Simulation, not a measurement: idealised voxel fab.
Process module heading - voxel ribs on slabs
The cross-section shown here is cut; it is 255 nm wide and divided into square cells measuring 5 nm on a side.
How to read a cross-section here: the picture is a grid of square cells, written as bands going from the top down, and any band can span one or more rows of cells.
Look at the band entry: it leads with the top's height and the bottom's height in nm. Then it lists the materials left to right, with a width in nm for each. The word "edge to edge" on a single material says that material fills the band edge to edge. The word "empty" is empty space.
Heights are measured from 0, the level below which the as-received wafer is all one material; the lowest band has no bottom and continues downward, written as in "top 0, no bottom".
Graded width ("30->40"): value in top row of band = first number; value in bottom row = second number; row-to-row change constant.
You'll sometimes find "nothing changed" written for a step, and that's the way of saying that nowhere in the cross-section did a cell change during that step.
Any empty space of 8 cells or more lacking an open way to the top shows up in "Closed void listing" as width x height at distance, distance from the left edge, in nm.
Read whatever lies past the settings on a step's line as the simulator's own remark about the step.
"overlay nm" answers the question of how far to the right of plan the mask lay on a step that has a mask, and when it is negative the answer is to the left.
[Planned step list for the process]
1 RECEIVE,material Si
2 DIRECTIONAL_DEP,material SiO2,thk nm 20
3 DIRECTIONAL_DEP,material SiN,thk nm 20
4 DIRECTIONAL_DEP,material aC,thk nm 10
5 PATTERN,tone cover,mask id RIB,material resist,width nm 15,thk nm 25,overlay nm 0
6 DIRECTIONAL_ETCH,etch materials aC,depth nm 10
7 STRIP,etch materials resist
8 DIRECTIONAL_ETCH,etch materials SiN,depth nm 10
9 STRIP,etch materials aC
10 PATTERN,tone cover,mask id SLAB,material resist,width nm 75,thk nm 20,overlay nm 0
11 DIRECTIONAL_ETCH,etch materials SiN,depth nm 10
12 STRIP,etch materials resist
13 FILL_DEP,material SiO2,thk nm 20
14 CMP,height nm 50
15 DIRECTIONAL_DEP,material W,thk nm 10
16 MASKED_ETCH,tone cover,mask id HEATER,width nm 25,etch materials W,depth nm 10,overlay nm 0
17 CONFORMAL_DEP,material SiO2,thk nm 5
[The first of a set of two wafers, run to plan]
[Cross-section, incoming material, after step 1]
    top 0, no bottom: Si edge to edge
    Closed void listing: none
[Presented here is a cross-section of the wafer after step 2 has been performed]
    top 20, bottom 0: SiO2 edge to edge
    Nothing below the height 0 has changed.
[Presented here is a cross-section of the wafer after step 3 has been performed]
    top 40, bottom 20: SiN edge to edge
    Nothing below the height 20 has changed.
[Presented here is a cross-section of the wafer after step 4 has been performed]
    top 50, bottom 40: aC edge to edge
    Nothing below the height 40 has changed.
[Presented here is a cross-section of the wafer after step 5 has been performed]
    top 75, bottom 50: empty 120 / resist 15 / empty 120
    Nothing below the height 50 has changed.
[Presented here is a cross-section of the wafer after step 6 has been performed]
    top 65, bottom 50: empty 120 / resist 15 / empty 120
    top 50, bottom 40: empty 120 / aC 15 / empty 120
    Nothing below the height 40 has changed.
[Presented here is a cross-section of the wafer after step 7 has been performed]
    top 50, bottom 40: empty 120 / aC 15 / empty 120
    Nothing below the height 40 has changed.
[Presented here is a cross-section of the wafer after step 8 has been performed]
    top 50, bottom 40: empty 120 / aC 15 / empty 120
    top 40, bottom 30: empty 120 / SiN 15 / empty 120
    Nothing below the height 30 has changed.
[Presented here is a cross-section of the wafer after step 9 has been performed]
    top 40, bottom 30: empty 120 / SiN 15 / empty 120
    Nothing below the height 30 has changed.
[Presented here is a cross-section of the wafer after step 10 has been performed]
    top 60, bottom 40: empty 90 / resist 75 / empty 90
    top 40, bottom 30: empty 90 / resist 30 / SiN 15 / resist 30 / empty 90
    Nothing below the height 30 has changed.
[Presented here is a cross-section of the wafer after step 11 has been performed]
    top 60, bottom 40: empty 90 / resist 75 / empty 90
    top 40, bottom 30: empty 90 / resist 30 / SiN 15 / resist 30 / empty 90
    top 30, bottom 20: empty 90 / SiN 75 / empty 90
    Nothing below the height 20 has changed.
[Presented here is a cross-section of the wafer after step 12 has been performed]
    top 40, bottom 30: empty 120 / SiN 15 / empty 120
    Nothing below the height 30 has changed.
[Presented here is a cross-section of the wafer after step 13 has been performed]
    top 60, bottom 40: SiO2 edge to edge
    top 40, bottom 30: SiO2 120 / SiN 15 / SiO2 120
    top 30, bottom 20: SiO2 90 / SiN 75 / SiO2 90
    Nothing below the height 20 has changed.
[Presented here is a cross-section of the wafer after step 14 has been performed]
    top 50, bottom 40: SiO2 edge to edge
    Nothing below the height 40 has changed.
[Presented here is a cross-section of the wafer after step 15 has been performed]
    top 60, bottom 50: W edge to edge
    Nothing below the height 50 has changed.
[Presented here is a cross-section of the wafer after step 16 has been performed]
    top 60, bottom 50: empty 115 / W 25 / empty 115
    Nothing below the height 50 has changed.
[Presented here is a cross-section of the wafer after step 17 has been performed]
    top 65, bottom 60: empty 110 / SiO2 35 / empty 110
    top 60, bottom 55: empty 110 / SiO2 5 / W 25 / SiO2 5 / empty 110
    top 55, bottom 50: SiO2 115 / W 25 / SiO2 115
    Nothing below the height 50 has changed.
[The second wafer was prepared from the same starting point and under the same plan as the first; its processing contained one mistake, and it remains indistinguishable from the first wafer up to and including step 16]
Second wafer, cross-section, planned end of step 17: nothing changed
In executing the process, a mistake was made relative to the plan: heads up, step 17 of the plan was skipped and never actually ran
Bottom line after processing is that, in cells, the second wafer is up or down on some materials versus the first: -55 SiO2
